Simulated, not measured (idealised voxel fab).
This section sets out a process module, namely voxel air gaps.
Pictured: cross-section cut, 300 nm wide, on a grid of 5 nm square cells.
The cross-sections in this document take the form of a grid made of square cells. They are written out as bands, in order from top to bottom. Each band consists of one or more rows of cells.
In this notation a band is specified by the heights of its top and bottom, in that order and in nm, after which its materials appear from left to right, each paired with its width in nm. The word "all across" attached to a single material means that material fills the band from edge to edge; the word "empty" stands for empty space.
The level at which height equals 0 is the one under which the wafer, as it arrives, is entirely one material. No lower edge exists for the bottom band, which continues downward and is notated as in "from 0 down".
The notation "30..40" denotes a width that varies across the rows of cells in the band, beginning at the first number in the top row, finishing at the second number in the bottom row, and changing by an identical amount from each row to the next.
Basically "stayed the same" means that step didn't change any cell in the cross-section.
Any empty space of 8 cells or more lacking an open way to the top shows up in "Trapped cavities" as width x height at distance, distance from the left edge, in nm.
It should be noted that, on the line of a given step, the content following the step's settings is a remark produced by the simulator itself with respect to that step.
A step's line can hold "overlay nm"; with a mask on that step, the setting says how far right of the planned place the mask lay, while a negative setting says it lay to the left.

Intended process steps
| 1 | RECEIVE [material Si] |
| 2 | CONFORMAL_DEP [material SiO2] [thk nm 10] |
| 3 | CONFORMAL_DEP [material SiN] [thk nm 5] |
| 4 | DIRECTIONAL_DEP [material SiO2] [thk nm 35] |
| 5 | MASKED_ETCH [tone open] [mask id LINES] [width nm 15] [pitch nm 40] [etch materials SiO2] [depth nm 35] [overlay nm 0] |
| 6 | CONFORMAL_DEP [material TiN] [thk nm 5] |
| 7 | FILL_DEP [material W] [thk nm 10] |
| 8 | CMP [height nm 50] |
| 9 | EPI [material Ru] [thk nm 10] |
| 10 | SELECTIVE_ETCH [etch materials SiO2] [depth nm 45] |
| 11 | CONFORMAL_DEP [material SiCN] [thk nm 5] |

The following pertains to the first of two wafers, which was processed as planned

Wafer at receipt (post step 1), cross-section
	from 0 down | Si all across
	Trapped cavities: none

Cross-section: wafer state after step 2
	from 10 to 0 | SiO2 all across
	Lower than 0, everything is as it was.

Cross-section: wafer state after step 3
	from 15 to 10 | SiN all across
	Lower than 10, everything is as it was.

Cross-section: wafer state after step 4
	from 50 to 15 | SiO2 all across
	Lower than 15, everything is as it was.

Cross-section: wafer state after step 5
	from 50 to 15 | SiO2 (80)  empty (15)  SiO2 (25)  empty (15)  SiO2 (25)  empty (15)  SiO2 (25)  empty (15)  SiO2 (85)
	Lower than 15, everything is as it was.

Cross-section: wafer state after step 6
	from 55 to 50 | TiN (85)  empty (5)  TiN (35)  empty (5)  TiN (35)  empty (5)  TiN (35)  empty (5)  TiN (90)
	from 50 to 20 | SiO2 (80)  TiN (5)  empty (5)  TiN (5)  SiO2 (25)  TiN (5)  empty (5)  TiN (5)  SiO2 (25)  TiN (5)  empty (5)  TiN (5)  SiO2 (25)  TiN (5)  empty (5)  TiN (5)  SiO2 (85)
	from 20 to 15 | SiO2 (80)  TiN (15)  SiO2 (25)  TiN (15)  SiO2 (25)  TiN (15)  SiO2 (25)  TiN (15)  SiO2 (85)
	Lower than 15, everything is as it was.

Cross-section: wafer state after step 7
	from 65 to 55 | W all across
	from 55 to 50 | TiN (85)  W (5)  TiN (35)  W (5)  TiN (35)  W (5)  TiN (35)  W (5)  TiN (90)
	from 50 to 20 | SiO2 (80)  TiN (5)  W (5)  TiN (5)  SiO2 (25)  TiN (5)  W (5)  TiN (5)  SiO2 (25)  TiN (5)  W (5)  TiN (5)  SiO2 (25)  TiN (5)  W (5)  TiN (5)  SiO2 (85)
	Lower than 20, everything is as it was.

Cross-section: wafer state after step 8
	from 50 to 20 | SiO2 (80)  TiN (5)  W (5)  TiN (5)  SiO2 (25)  TiN (5)  W (5)  TiN (5)  SiO2 (25)  TiN (5)  W (5)  TiN (5)  SiO2 (25)  TiN (5)  W (5)  TiN (5)  SiO2 (85)
	Lower than 20, everything is as it was.

Cross-section: wafer state after step 9
	from 60 to 50 | empty (70)  Ru (35)  empty (5)  Ru (35)  empty (5)  Ru (35)  empty (5)  Ru (35)  empty (75)
	Lower than 50, everything is as it was.

Cross-section: wafer state after step 10
	from 60 to 50 | empty (70)  Ru (35)  empty (5)  Ru (35)  empty (5)  Ru (35)  empty (5)  Ru (35)  empty (75)
	from 50 to 20 | empty (80)  TiN (5)  W (5)  TiN (5)  empty (25)  TiN (5)  W (5)  TiN (5)  empty (25)  TiN (5)  W (5)  TiN (5)  empty (25)  TiN (5)  W (5)  TiN (5)  empty (85)
	from 20 to 15 | empty (80)  TiN (15)  empty (25)  TiN (15)  empty (25)  TiN (15)  empty (25)  TiN (15)  empty (85)
	Lower than 15, everything is as it was.

Cross-section: wafer state after step 11
	from 65 to 60 | empty (65)  SiCN (165)  empty (70)
	from 60 to 50 | empty (65)  SiCN (5)  Ru (35)  SiCN (5)  Ru (35)  SiCN (5)  Ru (35)  SiCN (5)  Ru (35)  SiCN (5)  empty (70)
	from 50 to 45 | empty (65)  SiCN (15)  TiN (5)  W (5)  TiN (5)  SiCN (25)  TiN (5)  W (5)  TiN (5)  SiCN (25)  TiN (5)  W (5)  TiN (5)  SiCN (25)  TiN (5)  W (5)  TiN (5)  SiCN (15)  empty (70)
	from 45 to 20 | empty (75)  SiCN (5)  TiN (5)  W (5)  TiN (5)  SiCN (5)  empty (15)  SiCN (5)  TiN (5)  W (5)  TiN (5)  SiCN (5)  empty (15)  SiCN (5)  TiN (5)  W (5)  TiN (5)  SiCN (5)  empty (15)  SiCN (5)  TiN (5)  W (5)  TiN (5)  SiCN (5)  empty (80)
	from 20 to 15 | SiCN (80)  TiN (15)  SiCN (25)  TiN (15)  SiCN (25)  TiN (15)  SiCN (25)  TiN (15)  SiCN (85)
	Lower than 15, everything is as it was.
	Trapped cavities: 15 x 25 at 100; 15 x 25 at 140; 15 x 25 at 180

Second wafer: like start, like plan, one mistake. Through step 4 it matches the first wafer

Second wafer, cross-section, planned end of step 5
	from 50 to 15 | empty (80)  SiO2 (15)  empty (25)  SiO2 (15)  empty (25)  SiO2 (15)  empty (25)  SiO2 (15)  empty (85)
	Lower than 15, everything is as it was.

Second wafer, cross-section, planned end of step 6
	from 55 to 50 | empty (75)  TiN (25)  empty (15)  TiN (25)  empty (15)  TiN (25)  empty (15)  TiN (25)  empty (80)
	from 50 to 20 | empty (75)  TiN (5)  SiO2 (15)  TiN (5)  empty (15)  TiN (5)  SiO2 (15)  TiN (5)  empty (15)  TiN (5)  SiO2 (15)  TiN (5)  empty (15)  TiN (5)  SiO2 (15)  TiN (5)  empty (80)
	from 20 to 15 | TiN (80)  SiO2 (15)  TiN (25)  SiO2 (15)  TiN (25)  SiO2 (15)  TiN (25)  SiO2 (15)  TiN (85)
	Lower than 15, everything is as it was.

Second wafer, cross-section, planned end of step 7
	from 65 to 55 | W all across
	from 55 to 50 | W (75)  TiN (25)  W (15)  TiN (25)  W (15)  TiN (25)  W (15)  TiN (25)  W (80)
	from 50 to 20 | W (75)  TiN (5)  SiO2 (15)  TiN (5)  W (15)  TiN (5)  SiO2 (15)  TiN (5)  W (15)  TiN (5)  SiO2 (15)  TiN (5)  W (15)  TiN (5)  SiO2 (15)  TiN (5)  W (80)
	Lower than 20, everything is as it was.

Second wafer, cross-section, planned end of step 8
	from 50 to 20 | W (75)  TiN (5)  SiO2 (15)  TiN (5)  W (15)  TiN (5)  SiO2 (15)  TiN (5)  W (15)  TiN (5)  SiO2 (15)  TiN (5)  W (15)  TiN (5)  SiO2 (15)  TiN (5)  W (80)
	Lower than 20, everything is as it was.

Second wafer, cross-section, planned end of step 9
	from 60 to 50 | Ru all across
	Lower than 50, everything is as it was.

Second wafer, cross-section, planned end of step 10: stayed the same

Second wafer, cross-section, planned end of step 11
	from 65 to 60 | SiCN all across
	Lower than 60, everything is as it was.
In executing the process, a mistake was made relative to the plan: step 5 ran differently from the plan; actual operation with settings: MASKED_ETCH [tone cover] [mask id LINES] [width nm 15] [pitch nm 40] [etch materials SiO2] [depth nm 35] [overlay nm 0]
Wrapping up, a cell-based count of both wafers puts the second over or under the first for these materials: 64 more of Ru, 92 fewer of SiCN, 84 more of SiO2, 36 more of TiN, 216 more of W
Quick summary for you: first wafer finishes at 3 closed voids, second at 0.
